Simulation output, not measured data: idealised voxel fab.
Title: Process Module voxel gate over fins
We display cut, a cross-section 225 nm in width whose square cells are each 5 nm.
If you're reading a cross-section in this doc, picture square cells in a grid; it comes to you as bands, top ones listed first down to the bottom, and a band can be one or more rows of cells. The entry gives the band's vertical extent as a top height and a bottom height in nm, then its horizontal make-up as materials from left to right, each with a width in nm. "empty" stands for empty space; a single material marked "full width" fills the band edge to edge. The level at which height equals 0 is the one under which the wafer, as it arrives, is entirely one material. No lower edge exists for the bottom band, which continues downward and is notated as in "z 0 and below". The two numbers in a width such as "30->40" mark its ends across the band: the first belongs to the top row of cells, the second to the bottom row, and from each row to the next the width moves by the same amount. "left unchanged" after a step means that no cell of the cross-section changed. This entry, "Enclosed internal cavities", enumerates those empty regions of no fewer than 8 cells that possess no open connection to the top. Each region is reported in the form width x height at distance, the distance being taken from the left edge, with all three quantities expressed in nm. Read whatever lies past the settings on a step's line as the simulator's own remark about the step. On any step carrying a mask, the "overlay nm" setting, if present on the step's line, tells how far right of its planned place the mask lay; negative values point to the left. Layout of what follows: cross-section pairs, each bracketing one process step, the after cross-section shown only to the lowest band that changed, the step between and its settings noted under each pair. Pairs may originate in different runs of this module on the same starting wafer; a pair continues from the pair above only where its entry headed "Pre-step section" says so.

Pre-step section
    z 10 to 0  75 nm SiO2  25 nm SiN  20 nm SiO2  25 nm SiN  80 nm SiO2
    z 0 to -35  80 nm SiO2  15 nm Si  30 nm SiO2  15 nm Si  85 nm SiO2
    z -35 and below  Si full width
    Enclosed internal cavities: none

Post-Step Geometry
    z 10 to 0  75 nm empty  25 nm SiN  20 nm empty  25 nm SiN  80 nm empty
    z 0 to -15  80 nm empty  15 nm Si  30 nm empty  15 nm Si  85 nm empty
    Under -15: no change, same as before.
    Enclosed internal cavities: none
The structure goes from the before cross-section above to the after cross-section through op SELECTIVE_ETCH | etch materials SiO2 | depth nm 25

Pre-step section: check the pair just above; its after cross-section is our before state.

Post-Step Geometry
    z 0 to -15  80 nm empty  15 nm Si  30 nm empty  15 nm Si  85 nm empty
    Under -15: no change, same as before.
    Enclosed internal cavities: none
The structure goes from the before cross-section above to the after cross-section through op STRIP | etch materials SiN

Pre-step section: check the pair just above; its after cross-section is our before state.

Post-Step Geometry
    z 5 to 0  75 nm empty  25 nm HfO2  20 nm empty  25 nm HfO2  80 nm empty
    z 0 to -10  75 nm empty  5 nm HfO2  15 nm Si  5 nm HfO2  20 nm empty  5 nm HfO2  15 nm Si  5 nm HfO2  80 nm empty
    z -10 to -15  80 nm HfO2  15 nm Si  30 nm HfO2  15 nm Si  85 nm HfO2
    Under -15: no change, same as before.
    Enclosed internal cavities: none
The structure goes from the before cross-section above to the after cross-section through op CONFORMAL_DEP | material HfO2 | thk nm 5

Pre-step section: check the pair just above; its after cross-section is our before state.

Post-Step Geometry
    z 10 to 5  70 nm empty  35 nm TiN  10 nm empty  35 nm TiN  75 nm empty
    z 5 to 0  70 nm empty  5 nm TiN  25 nm HfO2  5 nm TiN  10 nm empty  5 nm TiN  25 nm HfO2  5 nm TiN  75 nm empty
    z 0 to -5  70 nm empty  5 nm TiN  5 nm HfO2  15 nm Si  5 nm HfO2  5 nm TiN  10 nm empty  5 nm TiN  5 nm HfO2  15 nm Si  5 nm HfO2  5 nm TiN  75 nm empty
    z -5 to -10  75 nm TiN  5 nm HfO2  15 nm Si  5 nm HfO2  20 nm TiN  5 nm HfO2  15 nm Si  5 nm HfO2  80 nm TiN
    Under -10: no change, same as before.
    Enclosed internal cavities: none
The structure goes from the before cross-section above to the after cross-section through op CONFORMAL_DEP | material TiN | thk nm 5

Pre-step section: check the pair just above; its after cross-section is our before state.

Post-Step Geometry
    z 15 to 10  65 nm empty  90 nm TiAl  70 nm empty
    z 10 to 5  65 nm empty  5 nm TiAl  35 nm TiN  10 nm TiAl  35 nm TiN  5 nm TiAl  70 nm empty
    z 5 to 0  65 nm empty  5 nm TiAl  5 nm TiN  25 nm HfO2  5 nm TiN  10 nm TiAl  5 nm TiN  25 nm HfO2  5 nm TiN  5 nm TiAl  70 nm empty
    z 0 to -5  70 nm TiAl  5 nm TiN  5 nm HfO2  15 nm Si  5 nm HfO2  5 nm TiN  10 nm TiAl  5 nm TiN  5 nm HfO2  15 nm Si  5 nm HfO2  5 nm TiN  75 nm TiAl
    Under -5: no change, same as before.
    Enclosed internal cavities: none
The structure goes from the before cross-section above to the after cross-section through op CONFORMAL_DEP | material TiAl | thk nm 5

Pre-step section: check the pair just above; its after cross-section is our before state.

Post-Step Geometry
    z 20 to 15  60 nm empty  100 nm TiN  65 nm empty
    z 15 to 10  60 nm empty  5 nm TiN  90 nm TiAl  5 nm TiN  65 nm empty
    z 10 to 5  60 nm empty  5 nm TiN  5 nm TiAl  35 nm TiN  10 nm TiAl  35 nm TiN  5 nm TiAl  5 nm TiN  65 nm empty
    z 5 to 0  65 nm TiN  5 nm TiAl  5 nm TiN  25 nm HfO2  5 nm TiN  10 nm TiAl  5 nm TiN  25 nm HfO2  5 nm TiN  5 nm TiAl  70 nm TiN
    Under 0: no change, same as before.
    Enclosed internal cavities: none
The structure goes from the before cross-section above to the after cross-section through op CONFORMAL_DEP | material TiN | thk nm 5

Pre-step section: check the pair just above; its after cross-section is our before state.

Post-Step Geometry
    z 30 to 20  W full width
    z 20 to 15  60 nm W  100 nm TiN  65 nm W
    z 15 to 10  60 nm W  5 nm TiN  90 nm TiAl  5 nm TiN  65 nm W
    z 10 to 5  60 nm W  5 nm TiN  5 nm TiAl  35 nm TiN  10 nm TiAl  35 nm TiN  5 nm TiAl  5 nm TiN  65 nm W
    Under 5: no change, same as before.
    Enclosed internal cavities: none
The structure goes from the before cross-section above to the after cross-section through op FILL_DEP | material W | thk nm 10

Pre-step section: check the pair just above; its after cross-section is our before state.

Post-Step Geometry
    z 25 to 20  W full width
    Under 20: no change, same as before.
    Enclosed internal cavities: none
The structure goes from the before cross-section above to the after cross-section through op CMP | height nm 25

Pre-step section: check the pair just above; its after cross-section is our before state.

Post-Step Geometry
    z 30 to 25  SiCN full width
    Under 25: no change, same as before.
    Enclosed internal cavities: none
The structure goes from the before cross-section above to the after cross-section through op CONFORMAL_DEP | material SiCN | thk nm 5

Pre-step section
    z 10 to 0  SiN full width
    z 0 and below  Si full width
    Enclosed internal cavities: none

Post-Step Geometry
    z 25 to 10  85 nm empty  15 nm resist  30 nm empty  15 nm resist  80 nm empty
    Under 10: no change, same as before.
    Enclosed internal cavities: none
The structure goes from the before cross-section above to the after cross-section through op PATTERN | tone cover | mask id FINS | material resist | width nm 15 | pitch nm 45 | thk nm 15 | overlay nm 5

Pre-step section: check the pair just above; its after cross-section is our before state.

Post-Step Geometry
    z 25 to 10  85 nm empty  15 nm resist  30 nm empty  15 nm resist  80 nm empty
    z 10 to 0  85 nm empty  15 nm SiN  30 nm empty  15 nm SiN  80 nm empty
    Under 0: no change, same as before.
    Enclosed internal cavities: none
The structure goes from the before cross-section above to the after cross-section through op DIRECTIONAL_ETCH | etch materials SiN | depth nm 10

Pre-step section: check the pair just above; its after cross-section is our before state.

Post-Step Geometry
    z 25 to 10  85 nm empty  15 nm resist  30 nm empty  15 nm resist  80 nm empty
    z 10 to 0  85 nm empty  15 nm SiN  30 nm empty  15 nm SiN  80 nm empty
    z 0 to -30  85 nm empty  15 nm Si  30 nm empty  15 nm Si  80 nm empty
    Under -30: no change, same as before.
    Enclosed internal cavities: none
The structure goes from the before cross-section above to the after cross-section through op DIRECTIONAL_ETCH | etch materials Si | depth nm 30

Pre-step section: check the pair just above; its after cross-section is our before state.

Post-Step Geometry
    z 10 to 0  85 nm empty  15 nm SiN  30 nm empty  15 nm SiN  80 nm empty
    Under 0: no change, same as before.
    Enclosed internal cavities: none
The structure goes from the before cross-section above to the after cross-section through op STRIP | etch materials resist

Pre-step section: check the pair just above; its after cross-section is our before state.

Post-Step Geometry
    z 10 to 0  85 nm empty  15 nm SiN  30 nm empty  15 nm SiN  80 nm empty
    z 0 to -30  85 nm empty  5 nm SiO2  5 nm Si  5 nm SiO2  30 nm empty  5 nm SiO2  5 nm Si  5 nm SiO2  80 nm empty
    z -30 to -35  90 nm SiO2  5 nm Si  40 nm SiO2  5 nm Si  85 nm SiO2
    Under -35: no change, same as before.
    Enclosed internal cavities: none
The structure goes from the before cross-section above to the after cross-section through op OXIDIZE | depth nm 5

Pre-step section: check the pair just above; its after cross-section is our before state.

Post-Step Geometry
    z 15 to 10  SiO2 full width
    z 10 to 0  85 nm SiO2  15 nm SiN  30 nm SiO2  15 nm SiN  80 nm SiO2
    z 0 to -35  90 nm SiO2  5 nm Si  40 nm SiO2  5 nm Si  85 nm SiO2
    Under -35: no change, same as before.
    Enclosed internal cavities: none
The structure goes from the before cross-section above to the after cross-section through op FILL_DEP | material SiO2 | thk nm 5

Pre-step section: check the pair just above; its after cross-section is our before state.

Post-Step Geometry
    z 10 to 0  85 nm SiO2  15 nm SiN  30 nm SiO2  15 nm SiN  80 nm SiO2
    Under 0: no change, same as before.
    Enclosed internal cavities: none
The structure goes from the before cross-section above to the after cross-section through op CMP | height nm 10

Pre-step section: check the pair just above; its after cross-section is our before state.

Post-Step Geometry
    z 10 to 0  85 nm empty  15 nm SiN  30 nm empty  15 nm SiN  80 nm empty
    z 0 to -15  90 nm empty  5 nm Si  40 nm empty  5 nm Si  85 nm empty
    Under -15: no change, same as before.
    Enclosed internal cavities: none
The structure goes from the before cross-section above to the after cross-section through op SELECTIVE_ETCH | etch materials SiO2 | depth nm 25

Pre-step section: check the pair just above; its after cross-section is our before state.

Post-Step Geometry
    z 0 to -15  90 nm empty  5 nm Si  40 nm empty  5 nm Si  85 nm empty
    Under -15: no change, same as before.
    Enclosed internal cavities: none
The structure goes from the before cross-section above to the after cross-section through op STRIP | etch materials SiN

Pre-step section: check the pair just above; its after cross-section is our before state.

Post-Step Geometry
    z 5 to 0  85 nm empty  15 nm HfO2  30 nm empty  15 nm HfO2  80 nm empty
    z 0 to -10  85 nm empty  5 nm HfO2  5 nm Si  5 nm HfO2  30 nm empty  5 nm HfO2  5 nm Si  5 nm HfO2  80 nm empty
    z -10 to -15  90 nm HfO2  5 nm Si  40 nm HfO2  5 nm Si  85 nm HfO2
    Under -15: no change, same as before.
    Enclosed internal cavities: none
The structure goes from the before cross-section above to the after cross-section through op CONFORMAL_DEP | material HfO2 | thk nm 5

Pre-step section: check the pair just above; its after cross-section is our before state.

Post-Step Geometry
    z 10 to 5  80 nm empty  25 nm TiN  20 nm empty  25 nm TiN  75 nm empty
    z 5 to 0  80 nm empty  5 nm TiN  15 nm HfO2  5 nm TiN  20 nm empty  5 nm TiN  15 nm HfO2  5 nm TiN  75 nm empty
    z 0 to -5  80 nm empty  5 nm TiN  5 nm HfO2  5 nm Si  5 nm HfO2  5 nm TiN  20 nm empty  5 nm TiN  5 nm HfO2  5 nm Si  5 nm HfO2  5 nm TiN  75 nm empty
    z -5 to -10  85 nm TiN  5 nm HfO2  5 nm Si  5 nm HfO2  30 nm TiN  5 nm HfO2  5 nm Si  5 nm HfO2  80 nm TiN
    Under -10: no change, same as before.
    Enclosed internal cavities: none
The structure goes from the before cross-section above to the after cross-section through op CONFORMAL_DEP | material TiN | thk nm 5

Pre-step section: check the pair just above; its after cross-section is our before state.

Post-Step Geometry
    z 15 to 10  75 nm empty  35 nm TiAl  10 nm empty  35 nm TiAl  70 nm empty
    z 10 to 5  75 nm empty  5 nm TiAl  25 nm TiN  5 nm TiAl  10 nm empty  5 nm TiAl  25 nm TiN  5 nm TiAl  70 nm empty
    z 5 to 0  75 nm empty  5 nm TiAl  5 nm TiN  15 nm HfO2  5 nm TiN  5 nm TiAl  10 nm empty  5 nm TiAl  5 nm TiN  15 nm HfO2  5 nm TiN  5 nm TiAl  70 nm empty
    z 0 to -5  80 nm TiAl  5 nm TiN  5 nm HfO2  5 nm Si  5 nm HfO2  5 nm TiN  20 nm TiAl  5 nm TiN  5 nm HfO2  5 nm Si  5 nm HfO2  5 nm TiN  75 nm TiAl
    Under -5: no change, same as before.
    Enclosed internal cavities: none
The structure goes from the before cross-section above to the after cross-section through op CONFORMAL_DEP | material TiAl | thk nm 5

Pre-step section: check the pair just above; its after cross-section is our before state.

Post-Step Geometry
    z 20 to 15  70 nm empty  90 nm TiN  65 nm empty
    z 15 to 10  70 nm empty  5 nm TiN  35 nm TiAl  10 nm TiN  35 nm TiAl  5 nm TiN  65 nm empty
    z 10 to 5  70 nm empty  5 nm TiN  5 nm TiAl  25 nm TiN  5 nm TiAl  10 nm TiN  5 nm TiAl  25 nm TiN  5 nm TiAl  5 nm TiN  65 nm empty
    z 5 to 0  75 nm TiN  5 nm TiAl  5 nm TiN  15 nm HfO2  5 nm TiN  5 nm TiAl  10 nm TiN  5 nm TiAl  5 nm TiN  15 nm HfO2  5 nm TiN  5 nm TiAl  70 nm TiN
    Under 0: no change, same as before.
    Enclosed internal cavities: none
The structure goes from the before cross-section above to the after cross-section through op CONFORMAL_DEP | material TiN | thk nm 5

Pre-step section: check the pair just above; its after cross-section is our before state.

Post-Step Geometry
    z 30 to 20  W full width
    z 20 to 15  70 nm W  90 nm TiN  65 nm W
    z 15 to 10  70 nm W  5 nm TiN  35 nm TiAl  10 nm TiN  35 nm TiAl  5 nm TiN  65 nm W
    z 10 to 5  70 nm W  5 nm TiN  5 nm TiAl  25 nm TiN  5 nm TiAl  10 nm TiN  5 nm TiAl  25 nm TiN  5 nm TiAl  5 nm TiN  65 nm W
    Under 5: no change, same as before.
    Enclosed internal cavities: none
The structure goes from the before cross-section above to the after cross-section through op FILL_DEP | material W | thk nm 10

Pre-step section: check the pair just above; its after cross-section is our before state.

Post-Step Geometry
    z 25 to 20  W full width
    Under 20: no change, same as before.
    Enclosed internal cavities: none
The structure goes from the before cross-section above to the after cross-section through op CMP | height nm 25

Pre-step section: check the pair just above; its after cross-section is our before state.

Post-Step Geometry
    z 30 to 25  SiCN full width
    Under 25: no change, same as before.
    Enclosed internal cavities: none
The structure goes from the before cross-section above to the after cross-section through op CONFORMAL_DEP | material SiCN | thk nm 5

Pre-step section
    z 5 to 0  80 nm empty  15 nm HfO2  30 nm empty  15 nm HfO2  85 nm empty
    z 0 to -10  80 nm empty  5 nm HfO2  5 nm Si  5 nm HfO2  30 nm empty  5 nm HfO2  5 nm Si  5 nm HfO2  85 nm empty
    z -10 to -15  85 nm HfO2  5 nm Si  40 nm HfO2  5 nm Si  90 nm HfO2
    z -15 to -35  85 nm SiO2  5 nm Si  40 nm SiO2  5 nm Si  90 nm SiO2
    z -35 and below  Si full width
    Enclosed internal cavities: none

Post-Step Geometry
    z 10 to 5  75 nm empty  25 nm TiAl  20 nm empty  25 nm TiAl  80 nm empty
    z 5 to 0  75 nm empty  5 nm TiAl  15 nm HfO2  5 nm TiAl  20 nm empty  5 nm TiAl  15 nm HfO2  5 nm TiAl  80 nm empty
    z 0 to -5  75 nm empty  5 nm TiAl  5 nm HfO2  5 nm Si  5 nm HfO2  5 nm TiAl  20 nm empty  5 nm TiAl  5 nm HfO2  5 nm Si  5 nm HfO2  5 nm TiAl  80 nm empty
    z -5 to -10  80 nm TiAl  5 nm HfO2  5 nm Si  5 nm HfO2  30 nm TiAl  5 nm HfO2  5 nm Si  5 nm HfO2  85 nm TiAl
    Under -10: no change, same as before.
    Enclosed internal cavities: none
The structure goes from the before cross-section above to the after cross-section through op CONFORMAL_DEP | material TiAl | thk nm 5

Pre-step section: check the pair just above; its after cross-section is our before state.

Post-Step Geometry
    z 15 to 5  70 nm empty  35 nm TiAl  10 nm empty  35 nm TiAl  75 nm empty
    z 5 to 0  70 nm empty  10 nm TiAl  15 nm HfO2  10 nm TiAl  10 nm empty  10 nm TiAl  15 nm HfO2  10 nm TiAl  75 nm empty
    z 0 to -10  80 nm TiAl  5 nm HfO2  5 nm Si  5 nm HfO2  30 nm TiAl  5 nm HfO2  5 nm Si  5 nm HfO2  85 nm TiAl
    Under -10: no change, same as before.
    Enclosed internal cavities: none
The structure goes from the before cross-section above to the after cross-section through op CONFORMAL_DEP | material TiAl | thk nm 5

Pre-step section: check the pair just above; its after cross-section is our before state.

Post-Step Geometry
    z 20 to 15  65 nm empty  90 nm TiN  70 nm empty
    z 15 to 5  65 nm empty  5 nm TiN  35 nm TiAl  10 nm TiN  35 nm TiAl  5 nm TiN  70 nm empty
    z 5 to 0  70 nm TiN  10 nm TiAl  15 nm HfO2  10 nm TiAl  10 nm TiN  10 nm TiAl  15 nm HfO2  10 nm TiAl  75 nm TiN
    Under 0: no change, same as before.
    Enclosed internal cavities: none
The structure goes from the before cross-section above to the after cross-section through op CONFORMAL_DEP | material TiN | thk nm 5

Pre-step section: check the pair just above; its after cross-section is our before state.

Post-Step Geometry
    z 30 to 20  W full width
    z 20 to 15  65 nm W  90 nm TiN  70 nm W
    z 15 to 5  65 nm W  5 nm TiN  35 nm TiAl  10 nm TiN  35 nm TiAl  5 nm TiN  70 nm W
    Under 5: no change, same as before.
    Enclosed internal cavities: none
The structure goes from the before cross-section above to the after cross-section through op FILL_DEP | material W | thk nm 10

Pre-step section: check the pair just above; its after cross-section is our before state.

Post-Step Geometry
    z 25 to 20  W full width
    Under 20: no change, same as before.
    Enclosed internal cavities: none
The structure goes from the before cross-section above to the after cross-section through op CMP | height nm 25

Pre-step section: check the pair just above; its after cross-section is our before state.

Post-Step Geometry
    z 30 to 25  SiCN full width
    Under 25: no change, same as before.
    Enclosed internal cavities: none
The structure goes from the before cross-section above to the after cross-section through op CONFORMAL_DEP | material SiCN | thk nm 5

Pre-step section
    z 10 to 0  SiN full width
    z 0 and below  Si full width
    Enclosed internal cavities: none

Post-Step Geometry
    z 25 to 10  80 nm resist  15 nm empty  30 nm resist  15 nm empty  85 nm resist
    Under 10: no change, same as before.
    Enclosed internal cavities: none
The structure goes from the before cross-section above to the after cross-section through op PATTERN | tone open | mask id FINS | material resist | width nm 15 | pitch nm 45 | thk nm 15 | overlay nm 0

Pre-step section: check the pair just above; its after cross-section is our before state.

Post-Step Geometry
    z 25 to 10  80 nm resist  15 nm empty  30 nm resist  15 nm empty  85 nm resist
    z 10 to 0  80 nm SiN  15 nm empty  30 nm SiN  15 nm empty  85 nm SiN
    Under 0: no change, same as before.
    Enclosed internal cavities: none
The structure goes from the before cross-section above to the after cross-section through op DIRECTIONAL_ETCH | etch materials SiN | depth nm 10

Pre-step section: check the pair just above; its after cross-section is our before state.

Post-Step Geometry
    z 25 to 10  80 nm resist  15 nm empty  30 nm resist  15 nm empty  85 nm resist
    z 10 to 0  80 nm SiN  15 nm empty  30 nm SiN  15 nm empty  85 nm SiN
    z 0 to -30  80 nm Si  15 nm empty  30 nm Si  15 nm empty  85 nm Si
    Under -30: no change, same as before.
    Enclosed internal cavities: none
The structure goes from the before cross-section above to the after cross-section through op DIRECTIONAL_ETCH | etch materials Si | depth nm 30

Pre-step section: check the pair just above; its after cross-section is our before state.

Post-Step Geometry
    z 10 to 0  80 nm SiN  15 nm empty  30 nm SiN  15 nm empty  85 nm SiN
    Under 0: no change, same as before.
    Enclosed internal cavities: none
The structure goes from the before cross-section above to the after cross-section through op STRIP | etch materials resist

Pre-step section: check the pair just above; its after cross-section is our before state.

Post-Step Geometry
    z 10 to 0  80 nm SiN  15 nm empty  30 nm SiN  15 nm empty  85 nm SiN
    z 0 to -30  75 nm Si  5 nm SiO2  15 nm empty  5 nm SiO2  20 nm Si  5 nm SiO2  15 nm empty  5 nm SiO2  80 nm Si
    z -30 to -35  75 nm Si  25 nm SiO2  20 nm Si  25 nm SiO2  80 nm Si
    Under -35: no change, same as before.
    Enclosed internal cavities: none
The structure goes from the before cross-section above to the after cross-section through op OXIDIZE | depth nm 5

Pre-step section: check the pair just above; its after cross-section is our before state.

Post-Step Geometry
    z 15 to 10  SiO2 full width
    z 10 to 0  80 nm SiN  15 nm SiO2  30 nm SiN  15 nm SiO2  85 nm SiN
    z 0 to -35  75 nm Si  25 nm SiO2  20 nm Si  25 nm SiO2  80 nm Si
    Under -35: no change, same as before.
    Enclosed internal cavities: none
The structure goes from the before cross-section above to the after cross-section through op FILL_DEP | material SiO2 | thk nm 5

Pre-step section: check the pair just above; its after cross-section is our before state.

Post-Step Geometry
    z 10 to 0  80 nm SiN  15 nm SiO2  30 nm SiN  15 nm SiO2  85 nm SiN
    Under 0: no change, same as before.
    Enclosed internal cavities: none
The structure goes from the before cross-section above to the after cross-section through op CMP | height nm 10

Pre-step section: check the pair just above; its after cross-section is our before state.

Post-Step Geometry
    z 10 to 0  80 nm SiN  15 nm empty  30 nm SiN  15 nm empty  85 nm SiN
    z 0 to -15  75 nm Si  25 nm empty  20 nm Si  25 nm empty  80 nm Si
    Under -15: no change, same as before.
    Enclosed internal cavities: none
The structure goes from the before cross-section above to the after cross-section through op SELECTIVE_ETCH | etch materials SiO2 | depth nm 25

Pre-step section: check the pair just above; its after cross-section is our before state.

Post-Step Geometry
    z 0 to -15  75 nm Si  25 nm empty  20 nm Si  25 nm empty  80 nm Si
    Under -15: no change, same as before.
    Enclosed internal cavities: none
The structure goes from the before cross-section above to the after cross-section through op STRIP | etch materials SiN

Pre-step section: check the pair just above; its after cross-section is our before state.

Post-Step Geometry
    z 5 to 0  80 nm HfO2  15 nm empty  30 nm HfO2  15 nm empty  85 nm HfO2
    z 0 to -10  75 nm Si  5 nm HfO2  15 nm empty  5 nm HfO2  20 nm Si  5 nm HfO2  15 nm empty  5 nm HfO2  80 nm Si
    z -10 to -15  75 nm Si  25 nm HfO2  20 nm Si  25 nm HfO2  80 nm Si
    Under -15: no change, same as before.
    Enclosed internal cavities: none
The structure goes from the before cross-section above to the after cross-section through op CONFORMAL_DEP | material HfO2 | thk nm 5

Pre-step section: check the pair just above; its after cross-section is our before state.

Post-Step Geometry
    z 10 to 5  85 nm TiN  5 nm empty  40 nm TiN  5 nm empty  90 nm TiN
    z 5 to 0  80 nm HfO2  5 nm TiN  5 nm empty  5 nm TiN  30 nm HfO2  5 nm TiN  5 nm empty  5 nm TiN  85 nm HfO2
    z 0 to -5  75 nm Si  5 nm HfO2  5 nm TiN  5 nm empty  5 nm TiN  5 nm HfO2  20 nm Si  5 nm HfO2  5 nm TiN  5 nm empty  5 nm TiN  5 nm HfO2  80 nm Si
    z -5 to -10  75 nm Si  5 nm HfO2  15 nm TiN  5 nm HfO2  20 nm Si  5 nm HfO2  15 nm TiN  5 nm HfO2  80 nm Si
    Under -10: no change, same as before.
    Enclosed internal cavities: none
The structure goes from the before cross-section above to the after cross-section through op CONFORMAL_DEP | material TiN | thk nm 5

Pre-step section: check the pair just above; its after cross-section is our before state.

Post-Step Geometry
    z 15 to 10  TiAl full width
    z 10 to 5  85 nm TiN  5 nm TiAl  40 nm TiN  5 nm TiAl  90 nm TiN
    z 5 to 0  80 nm HfO2  5 nm TiN  5 nm TiAl  5 nm TiN  30 nm HfO2  5 nm TiN  5 nm TiAl  5 nm TiN  85 nm HfO2
    z 0 to -5  75 nm Si  5 nm HfO2  5 nm TiN  5 nm TiAl  5 nm TiN  5 nm HfO2  20 nm Si  5 nm HfO2  5 nm TiN  5 nm TiAl  5 nm TiN  5 nm HfO2  80 nm Si
    Under -5: no change, same as before.
    Enclosed internal cavities: none
The structure goes from the before cross-section above to the after cross-section through op CONFORMAL_DEP | material TiAl | thk nm 5

Pre-step section: check the pair just above; its after cross-section is our before state.

Post-Step Geometry
    z 20 to 15  TiN full width
    Under 15: no change, same as before.
    Enclosed internal cavities: none
The structure goes from the before cross-section above to the after cross-section through op CONFORMAL_DEP | material TiN | thk nm 5

Pre-step section: check the pair just above; its after cross-section is our before state.

Post-Step Geometry
    z 30 to 20  W full width
    Under 20: no change, same as before.
    Enclosed internal cavities: none
The structure goes from the before cross-section above to the after cross-section through op FILL_DEP | material W | thk nm 10

Pre-step section: check the pair just above; its after cross-section is our before state.

Post-Step Geometry
    z 25 to 20  W full width
    Under 20: no change, same as before.
    Enclosed internal cavities: none
The structure goes from the before cross-section above to the after cross-section through op CMP | height nm 25

Pre-step section: check the pair just above; its after cross-section is our before state.

Post-Step Geometry
    z 30 to 25  SiCN full width
    Under 25: no change, same as before.
    Enclosed internal cavities: none
The structure goes from the before cross-section above to the after cross-section through op CONFORMAL_DEP | material SiCN | thk nm 5
